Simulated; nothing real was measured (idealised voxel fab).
Process module, titled voxel fin reveal
Each square cell in cross-section cut measures 5 nm, and the section as a whole is 300 nm wide.
A cross-section is written here as square cells arranged in a grid, and it is given in bands from the top down, each band taking up one or more rows of cells.
Read a band's entry like this: the first values are the height of its top and the height of its bottom in nm, and what follows is the sequence of materials from left to right, each with its width in nm. Note that "air" is empty space, and that a single material marked "full width" reaches across the band from edge to edge.
Height datum 0, below which the as-received substrate wafer is one material. Lowest band open at the bottom, running downward: "0 nm and below".
The notation "30..40" denotes a width that varies across the rows of cells in the band, beginning at the first number in the top row, finishing at the second number in the bottom row, and changing by an identical amount from each row to the next.
For the purposes of this document, the phrase "no alteration" attached to a step denotes that no cell within the cross-section was modified by that step.
Empty spaces counting at least 8 cells and having no open way to the top are listed in "Enclosed void catalog". The notation width x height at distance is used for each, the distance being from the left edge and all three values in nm.
The remark found on a step's line after its settings is issued by the simulator itself and pertains to that step.
The line of a step may include "overlay nm". On a step with a mask, this value is how far to the right of its planned place the mask lay. A negative value means the mask lay to the left.

-- So here's the lineup of process steps we planned
1) op RECEIVE | material Si
2) op CONFORMAL_DEP | material SiN | thk nm 10
3) op PATTERN | tone cover | mask id FINS | material resist | width nm 15 | pitch nm 35 | thk nm 20 | overlay nm 0
4) op DIRECTIONAL_ETCH | etch materials SiN | depth nm 10
5) op DIRECTIONAL_ETCH | etch materials Si | depth nm 35
6) op STRIP | etch materials resist
7) op OXIDIZE | depth nm 5
8) op FILL_DEP | material SiO2 | thk nm 15
9) op CMP | height nm 10
10) op SELECTIVE_ETCH | etch materials SiO2 | depth nm 25
11) op STRIP | etch materials SiN

-- Wafer, first of two, run as planned

-- As received (post step 1): cross-section
    0 nm and below | Si full width
    Enclosed void catalog: none

-- Wafer xsec, post step 2
    10 nm to 0 nm | SiN full width
    Note: structure below 0 unchanged.

-- Wafer xsec, post step 3
    30 nm to 10 nm | 125 nm air, 15 nm resist, 20 nm air, 15 nm resist, 125 nm air
    Note: structure below 10 unchanged.

-- Wafer xsec, post step 4
    30 nm to 10 nm | 125 nm air, 15 nm resist, 20 nm air, 15 nm resist, 125 nm air
    10 nm to 0 nm | 125 nm air, 15 nm SiN, 20 nm air, 15 nm SiN, 125 nm air
    Note: structure below 0 unchanged.

-- Wafer xsec, post step 5
    30 nm to 10 nm | 125 nm air, 15 nm resist, 20 nm air, 15 nm resist, 125 nm air
    10 nm to 0 nm | 125 nm air, 15 nm SiN, 20 nm air, 15 nm SiN, 125 nm air
    0 nm to -35 nm | 125 nm air, 15 nm Si, 20 nm air, 15 nm Si, 125 nm air
    Note: structure below -35 unchanged.

-- Wafer xsec, post step 6
    10 nm to 0 nm | 125 nm air, 15 nm SiN, 20 nm air, 15 nm SiN, 125 nm air
    Note: structure below 0 unchanged.

-- Wafer xsec, post step 7
    10 nm to 0 nm | 125 nm air, 15 nm SiN, 20 nm air, 15 nm SiN, 125 nm air
    0 nm to -35 nm | 125 nm air, 5 nm SiO2, 5 nm Si, 5 nm SiO2, 20 nm air, 5 nm SiO2, 5 nm Si, 5 nm SiO2, 125 nm air
    -35 nm to -40 nm | 130 nm SiO2, 5 nm Si, 30 nm SiO2, 5 nm Si, 130 nm SiO2
    Note: structure below -40 unchanged.

-- Wafer xsec, post step 8
    25 nm to 10 nm | SiO2 full width
    10 nm to 0 nm | 125 nm SiO2, 15 nm SiN, 20 nm SiO2, 15 nm SiN, 125 nm SiO2
    0 nm to -40 nm | 130 nm SiO2, 5 nm Si, 30 nm SiO2, 5 nm Si, 130 nm SiO2
    Note: structure below -40 unchanged.

-- Wafer xsec, post step 9
    10 nm to 0 nm | 125 nm SiO2, 15 nm SiN, 20 nm SiO2, 15 nm SiN, 125 nm SiO2
    Note: structure below 0 unchanged.

-- Wafer xsec, post step 10
    10 nm to 0 nm | 125 nm air, 15 nm SiN, 20 nm air, 15 nm SiN, 125 nm air
    0 nm to -15 nm | 130 nm air, 5 nm Si, 30 nm air, 5 nm Si, 130 nm air
    Note: structure below -15 unchanged.

-- Wafer xsec, post step 11
    0 nm to -15 nm | 130 nm air, 5 nm Si, 30 nm air, 5 nm Si, 130 nm air
    Note: structure below -15 unchanged.

-- Second wafer, same starting conditions and recipe as the first, one mistake in executing it, nothing differs from the first up to and including step 10

-- The second wafer in cross-section, at the planned close of step 11
    10 nm to 0 nm | 125 nm air, 15 nm SiN, 20 nm air, 15 nm SiN, 125 nm air
    0 nm to -40 nm | 130 nm air, 5 nm Si, 30 nm air, 5 nm Si, 130 nm air
    Note: structure below -40 unchanged.
Which mistake was made when the wafer was run? step 11 changed vs plan, executed as op STRIP | etch materials SiO2
Heads up, by the end the second wafer has more or fewer cells of some materials compared to the first: SiN: 12 more; SiO2: 290 fewer
